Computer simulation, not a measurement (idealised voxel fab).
process module | voxel air gaps
cross-section cut | 245 nm wide | cells 5 nm
A cross-section is a grid of square cells, given in bands from the top down. A band is one or more rows of cells.
Each band's line starts with the height of the band's top and of its bottom, in nm. Then come its materials from left to right, each with its width in nm. One material with "throughout" fills the band from edge to edge. "air" is empty space.
Height 0 is the level under which the wafer as received is all one material. The lowest band goes on downwards, as in "0 down".
A width such as "30 to 40" changes by the same amount from each row of cells to the next, from the band's top row to its bottom row.
"no change" after a step means that no cell of the cross-section changed.
closed voids: empty space of 8 cells or more with no open way to the top, each as width x height at its distance from the left edge, in nm
after a step's settings: what the simulator itself notes on the step
overlay nm, on a step with a mask: how far to the right of its planned place the mask lay; to the left if negative
plan
1 op RECEIVE | material Si
2 op CONFORMAL_DEP | material SiO2 | thk nm 10
3 op CONFORMAL_DEP | material SiCN | thk nm 5
4 op DIRECTIONAL_DEP | material SiO2 | thk nm 40
5 op DIRECTIONAL_DEP | material aC | thk nm 15
6 op PATTERN | tone open | mask id LINES | material resist | width nm 25 | pitch nm 55 | thk nm 30 | overlay nm 0
7 op DIRECTIONAL_ETCH | etch materials aC | depth nm 15
8 op STRIP | etch materials resist
9 op DIRECTIONAL_ETCH | etch materials SiO2 | depth nm 40
10 op STRIP | etch materials aC
11 op CONFORMAL_DEP | material TiN | thk nm 5
12 op FILL_DEP | material W | thk nm 10
13 op CMP | height nm 55
14 op EPI | material Ru | thk nm 10
15 op SELECTIVE_ETCH | etch materials SiO2 | depth nm 50
16 op CONFORMAL_DEP | material SiCN | thk nm 5
first wafer, as planned
as received, after step 1
  0 down: Si throughout
  closed voids: none
after step 2
  10 to 0: SiO2 throughout
  below 0: unchanged
after step 3
  15 to 10: SiCN throughout
  below 10: unchanged
after step 4
  55 to 15: SiO2 throughout
  below 15: unchanged
after step 5
  70 to 55: aC throughout
  below 55: unchanged
after step 6
  100 to 70: resist 25 | air 25 | resist 30 | air 25 | resist 30 | air 25 | resist 30 | air 25 | resist 30
  below 70: unchanged
after step 7
  85 to 70: resist 25 | air 25 | resist 30 | air 25 | resist 30 | air 25 | resist 30 | air 25 | resist 30
  70 to 55: aC 25 | air 25 | aC 30 | air 25 | aC 30 | air 25 | aC 30 | air 25 | aC 30
  below 55: unchanged
after step 8
  70 to 55: aC 25 | air 25 | aC 30 | air 25 | aC 30 | air 25 | aC 30 | air 25 | aC 30
  below 55: unchanged
after step 9
  70 to 55: aC 25 | air 25 | aC 30 | air 25 | aC 30 | air 25 | aC 30 | air 25 | aC 30
  55 to 15: SiO2 25 | air 25 | SiO2 30 | air 25 | SiO2 30 | air 25 | SiO2 30 | air 25 | SiO2 30
  below 15: unchanged
after step 10
  55 to 15: SiO2 25 | air 25 | SiO2 30 | air 25 | SiO2 30 | air 25 | SiO2 30 | air 25 | SiO2 30
  below 15: unchanged
after step 11
  60 to 55: TiN 30 | air 15 | TiN 40 | air 15 | TiN 40 | air 15 | TiN 40 | air 15 | TiN 35
  55 to 20: SiO2 25 | TiN 5 | air 15 | TiN 5 | SiO2 30 | TiN 5 | air 15 | TiN 5 | SiO2 30 | TiN 5 | air 15 | TiN 5 | SiO2 30 | TiN 5 | air 15 | TiN 5 | SiO2 30
  20 to 15: SiO2 25 | TiN 25 | SiO2 30 | TiN 25 | SiO2 30 | TiN 25 | SiO2 30 | TiN 25 | SiO2 30
  below 15: unchanged
after step 12
  70 to 60: W throughout
  60 to 55: TiN 30 | W 15 | TiN 40 | W 15 | TiN 40 | W 15 | TiN 40 | W 15 | TiN 35
  55 to 20: SiO2 25 | TiN 5 | W 15 | TiN 5 | SiO2 30 | TiN 5 | W 15 | TiN 5 | SiO2 30 | TiN 5 | W 15 | TiN 5 | SiO2 30 | TiN 5 | W 15 | TiN 5 | SiO2 30
  below 20: unchanged
after step 13
  55 to 20: SiO2 25 | TiN 5 | W 15 | TiN 5 | SiO2 30 | TiN 5 | W 15 | TiN 5 | SiO2 30 | TiN 5 | W 15 | TiN 5 | SiO2 30 | TiN 5 | W 15 | TiN 5 | SiO2 30
  below 20: unchanged
after step 14
  65 to 55: air 15 | Ru 45 | air 10 | Ru 45 | air 10 | Ru 45 | air 10 | Ru 45 | air 20
  below 55: unchanged
after step 15
  65 to 55: air 15 | Ru 45 | air 10 | Ru 45 | air 10 | Ru 45 | air 10 | Ru 45 | air 20
  55 to 20: air 25 | TiN 5 | W 15 | TiN 5 | air 30 | TiN 5 | W 15 | TiN 5 | air 30 | TiN 5 | W 15 | TiN 5 | air 30 | TiN 5 | W 15 | TiN 5 | air 30
  20 to 15: air 25 | TiN 25 | air 30 | TiN 25 | air 30 | TiN 25 | air 30 | TiN 25 | air 30
  below 15: unchanged
after step 16
  70 to 65: air 10 | SiCN 220 | air 15
  65 to 55: air 10 | SiCN 5 | Ru 45 | SiCN 10 | Ru 45 | SiCN 10 | Ru 45 | SiCN 10 | Ru 45 | SiCN 5 | air 15
  55 to 50: air 10 | SiCN 15 | TiN 5 | W 15 | TiN 5 | SiCN 30 | TiN 5 | W 15 | TiN 5 | SiCN 30 | TiN 5 | W 15 | TiN 5 | SiCN 30 | TiN 5 | W 15 | TiN 5 | SiCN 15 | air 15
  50 to 20: air 20 | SiCN 5 | TiN 5 | W 15 | TiN 5 | SiCN 5 | air 20 | SiCN 5 | TiN 5 | W 15 | TiN 5 | SiCN 5 | air 20 | SiCN 5 | TiN 5 | W 15 | TiN 5 | SiCN 5 | air 20 | SiCN 5 | TiN 5 | W 15 | TiN 5 | SiCN 5 | air 25
  20 to 15: SiCN 25 | TiN 25 | SiCN 30 | TiN 25 | SiCN 30 | TiN 25 | SiCN 30 | TiN 25 | SiCN 30
  below 15: unchanged
  closed voids: 20 x 30 at 55; 20 x 30 at 110; 20 x 30 at 165
second wafer: like start, like plan, one mistake. Through step 2 it matches the first wafer
when step 3 should have ended
  25 to 10: SiCN throughout
  below 10: unchanged
when step 4 should have ended
  65 to 25: SiO2 throughout
  below 25: unchanged
when step 5 should have ended
  80 to 65: aC throughout
  below 65: unchanged
when step 6 should have ended
  110 to 80: resist 25 | air 25 | resist 30 | air 25 | resist 30 | air 25 | resist 30 | air 25 | resist 30
  below 80: unchanged
when step 7 should have ended
  95 to 80: resist 25 | air 25 | resist 30 | air 25 | resist 30 | air 25 | resist 30 | air 25 | resist 30
  80 to 65: aC 25 | air 25 | aC 30 | air 25 | aC 30 | air 25 | aC 30 | air 25 | aC 30
  below 65: unchanged
when step 8 should have ended
  80 to 65: aC 25 | air 25 | aC 30 | air 25 | aC 30 | air 25 | aC 30 | air 25 | aC 30
  below 65: unchanged
when step 9 should have ended
  80 to 65: aC 25 | air 25 | aC 30 | air 25 | aC 30 | air 25 | aC 30 | air 25 | aC 30
  65 to 25: SiO2 25 | air 25 | SiO2 30 | air 25 | SiO2 30 | air 25 | SiO2 30 | air 25 | SiO2 30
  below 25: unchanged
when step 10 should have ended
  65 to 25: SiO2 25 | air 25 | SiO2 30 | air 25 | SiO2 30 | air 25 | SiO2 30 | air 25 | SiO2 30
  below 25: unchanged
when step 11 should have ended
  70 to 65: TiN 30 | air 15 | TiN 40 | air 15 | TiN 40 | air 15 | TiN 40 | air 15 | TiN 35
  65 to 30: SiO2 25 | TiN 5 | air 15 | TiN 5 | SiO2 30 | TiN 5 | air 15 | TiN 5 | SiO2 30 | TiN 5 | air 15 | TiN 5 | SiO2 30 | TiN 5 | air 15 | TiN 5 | SiO2 30
  30 to 25: SiO2 25 | TiN 25 | SiO2 30 | TiN 25 | SiO2 30 | TiN 25 | SiO2 30 | TiN 25 | SiO2 30
  below 25: unchanged
when step 12 should have ended
  80 to 70: W throughout
  70 to 65: TiN 30 | W 15 | TiN 40 | W 15 | TiN 40 | W 15 | TiN 40 | W 15 | TiN 35
  65 to 30: SiO2 25 | TiN 5 | W 15 | TiN 5 | SiO2 30 | TiN 5 | W 15 | TiN 5 | SiO2 30 | TiN 5 | W 15 | TiN 5 | SiO2 30 | TiN 5 | W 15 | TiN 5 | SiO2 30
  below 30: unchanged
when step 13 should have ended
  55 to 30: SiO2 25 | TiN 5 | W 15 | TiN 5 | SiO2 30 | TiN 5 | W 15 | TiN 5 | SiO2 30 | TiN 5 | W 15 | TiN 5 | SiO2 30 | TiN 5 | W 15 | TiN 5 | SiO2 30
  below 30: unchanged
when step 14 should have ended
  65 to 55: air 15 | Ru 45 | air 10 | Ru 45 | air 10 | Ru 45 | air 10 | Ru 45 | air 20
  below 55: unchanged
when step 15 should have ended
  65 to 55: air 15 | Ru 45 | air 10 | Ru 45 | air 10 | Ru 45 | air 10 | Ru 45 | air 20
  55 to 30: air 25 | TiN 5 | W 15 | TiN 5 | air 30 | TiN 5 | W 15 | TiN 5 | air 30 | TiN 5 | W 15 | TiN 5 | air 30 | TiN 5 | W 15 | TiN 5 | air 30
  30 to 25: air 25 | TiN 25 | air 30 | TiN 25 | air 30 | TiN 25 | air 30 | TiN 25 | air 30
  below 25: unchanged
when step 16 should have ended
  70 to 65: air 10 | SiCN 220 | air 15
  65 to 55: air 10 | SiCN 5 | Ru 45 | SiCN 10 | Ru 45 | SiCN 10 | Ru 45 | SiCN 10 | Ru 45 | SiCN 5 | air 15
  55 to 50: air 10 | SiCN 15 | TiN 5 | W 15 | TiN 5 | SiCN 30 | TiN 5 | W 15 | TiN 5 | SiCN 30 | TiN 5 | W 15 | TiN 5 | SiCN 30 | TiN 5 | W 15 | TiN 5 | SiCN 15 | air 15
  50 to 30: air 20 | SiCN 5 | TiN 5 | W 15 | TiN 5 | SiCN 5 | air 20 | SiCN 5 | TiN 5 | W 15 | TiN 5 | SiCN 5 | air 20 | SiCN 5 | TiN 5 | W 15 | TiN 5 | SiCN 5 | air 20 | SiCN 5 | TiN 5 | W 15 | TiN 5 | SiCN 5 | air 25
  30 to 25: SiCN 25 | TiN 25 | SiCN 30 | TiN 25 | SiCN 30 | TiN 25 | SiCN 30 | TiN 25 | SiCN 30
  below 25: unchanged
  closed voids: 20 x 20 at 55; 20 x 20 at 110; 20 x 20 at 165
what went wrong: step 3 ran as: op CONFORMAL_DEP | material SiCN | thk nm 15
at the end the second wafer has, in cells: 82 more of SiCN | 16 fewer of TiN | 24 fewer of W
